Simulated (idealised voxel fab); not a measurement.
process module | voxel transistor to metal
cross-section cut | 145 nm wide | cells 5 nm
A cross-section is a grid of square cells, given in bands from the top down. A band is one or more rows of cells.
Each band's line starts with the height of the band's top and of its bottom, in nm. Then come its materials from left to right, each with its width in nm. One material with "throughout" fills the band from edge to edge. "air" is empty space.
Height 0 is the level under which the wafer as received is all one material. The lowest band goes on downwards, as in "0 down".
A width such as "30 to 40" changes by the same amount from each row of cells to the next, from the band's top row to its bottom row.
"no change" after a step means that no cell of the cross-section changed.
closed voids: empty space of 8 cells or more with no open way to the top, each as width x height at its distance from the left edge, in nm
after a step's settings: what the simulator itself notes on the step
overlay nm, on a step with a mask: how far to the right of its planned place the mask lay; to the left if negative
plan
1 op RECEIVE | material Si
2 op OXIDIZE | depth nm 5
3 op CONFORMAL_DEP | material SiN | thk nm 15
4 op DIRECTIONAL_DEP | material aC | thk nm 10
5 op PATTERN | tone cover | mask id ACTIVE | material resist | width nm 100 | thk nm 30 | overlay nm 0
6 op DIRECTIONAL_ETCH | etch materials aC | depth nm 10
7 op STRIP | etch materials resist
8 op DIRECTIONAL_ETCH | etch materials SiN | depth nm 15
9 op DIRECTIONAL_ETCH | etch materials SiO2 | depth nm 5
10 op DIRECTIONAL_ETCH | etch materials Si | depth nm 25
11 op STRIP | etch materials aC
12 op FILL_DEP | material SiO2 | thk nm 15
13 op CMP | height nm 15
14 op SELECTIVE_ETCH | etch materials SiO2 | depth nm 10
15 op STRIP | etch materials SiN
16 op SELECTIVE_ETCH | etch materials SiO2 | depth nm 5
17 op OXIDIZE | depth nm 5
18 op DIRECTIONAL_DEP | material polySi | thk nm 20
19 op DIRECTIONAL_DEP | material SiCN | thk nm 15
20 op PATTERN | tone cover | mask id GATE | material resist | width nm 20 | thk nm 15 | overlay nm 0
21 op DIRECTIONAL_ETCH | etch materials SiCN | depth nm 25
22 op DIRECTIONAL_ETCH | etch materials polySi | depth nm 30
23 op STRIP | etch materials resist
24 op CONFORMAL_DEP | material SiO2 | thk nm 5
25 op DIRECTIONAL_ETCH | etch materials SiO2 | depth nm 5
26 op CONFORMAL_DEP | material SiN | thk nm 5
27 op DIRECTIONAL_ETCH | etch materials SiN | depth nm 5
28 op DIRECTIONAL_ETCH | etch materials SiO2 | depth nm 5
29 op DIRECTIONAL_ETCH | etch materials Si | depth nm 10
30 op EPI | material nSi | thk nm 10
31 op FILL_DEP | material SiO2 | thk nm 5
32 op CMP | height nm 30
33 op DIRECTIONAL_DEP | material SiO2 | thk nm 10
34 op PATTERN | tone open | mask id CONTACT | material resist | width nm 30 | pitch nm 60 | thk nm 20 | overlay nm 0
35 op DIRECTIONAL_ETCH | etch materials SiO2 | depth nm 50
36 op STRIP | etch materials resist
37 op CONFORMAL_DEP | material TiN | thk nm 5
38 op FILL_DEP | material W | thk nm 10
39 op CMP | height nm 40
40 op CONFORMAL_DEP | material SiCN | thk nm 5
41 op DIRECTIONAL_DEP | material lowk | thk nm 15
42 op PATTERN | tone open | mask id METAL_1 | material resist | width nm 20 | pitch nm 70 | thk nm 15 | overlay nm 0
43 op DIRECTIONAL_ETCH | etch materials lowk | depth nm 15
44 op DIRECTIONAL_ETCH | etch materials SiCN | depth nm 5
45 op STRIP | etch materials resist
46 op CONFORMAL_DEP | material TiN | thk nm 5
47 op FILL_DEP | material Cu | thk nm 10
48 op CMP | height nm 60
49 op CONFORMAL_DEP | material SiCN | thk nm 5
50 op DIRECTIONAL_DEP | material SiO2 | thk nm 35
51 op DIRECTIONAL_DEP | material aC | thk nm 5
52 op PATTERN | tone open | mask id METAL_2_HOLES | material resist | width nm 15 | pitch nm 70 | thk nm 25 | overlay nm 0
53 op DIRECTIONAL_ETCH | etch materials aC | depth nm 10
54 op STRIP | etch materials resist
55 op DIRECTIONAL_ETCH | etch materials SiO2 | depth nm 35
56 op STRIP | etch materials aC
57 op PATTERN | tone open | mask id METAL_2 | material resist | width nm 20 | pitch nm 70 | thk nm 15 | overlay nm 0
58 op DIRECTIONAL_ETCH | etch materials SiO2 | depth nm 20
59 op DIRECTIONAL_ETCH | etch materials SiCN | depth nm 5
60 op STRIP | etch materials resist
61 op CONFORMAL_DEP | material TiN | thk nm 5
62 op FILL_DEP | material Cu | thk nm 10
63 op CMP | height nm 100
64 op CONFORMAL_DEP | material SiN | thk nm 5
varied across the wafers: thk nm of step 51. The plan shows the first wafer's value. All wafers start alike
first wafer as received, after step 1
  0 down: Si throughout
  closed voids: none
each wafer at the end: cells of each material gained (+) or lost (-) since it was received, then its closed voids
thk nm 5 | +32 Cu | -114 Si | +56 SiCN | +45 SiN | +331 SiO2 | +100 TiN | +44 W | +63 lowk | +36 nSi | +16 polySi | closed voids: none
thk nm 10 | +32 Cu | -114 Si | +56 SiCN | +45 SiN | +331 SiO2 | +100 TiN | +44 W | +63 lowk | +36 nSi | +16 polySi | closed voids: none
thk nm 15 | +24 Cu | -114 Si | +62 SiCN | +45 SiN | +349 SiO2 | +84 TiN | +44 W | +63 lowk | +36 nSi | +16 polySi | closed voids: none
thk nm 20 | +24 Cu | -114 Si | +62 SiCN | +45 SiN | +349 SiO2 | +84 TiN | +44 W | +63 lowk | +36 nSi | +16 polySi | closed voids: none
thk nm 25 | +24 Cu | -114 Si | +62 SiCN | +45 SiN | +349 SiO2 | +84 TiN | +44 W | +63 lowk | +36 nSi | +16 polySi | closed voids: none
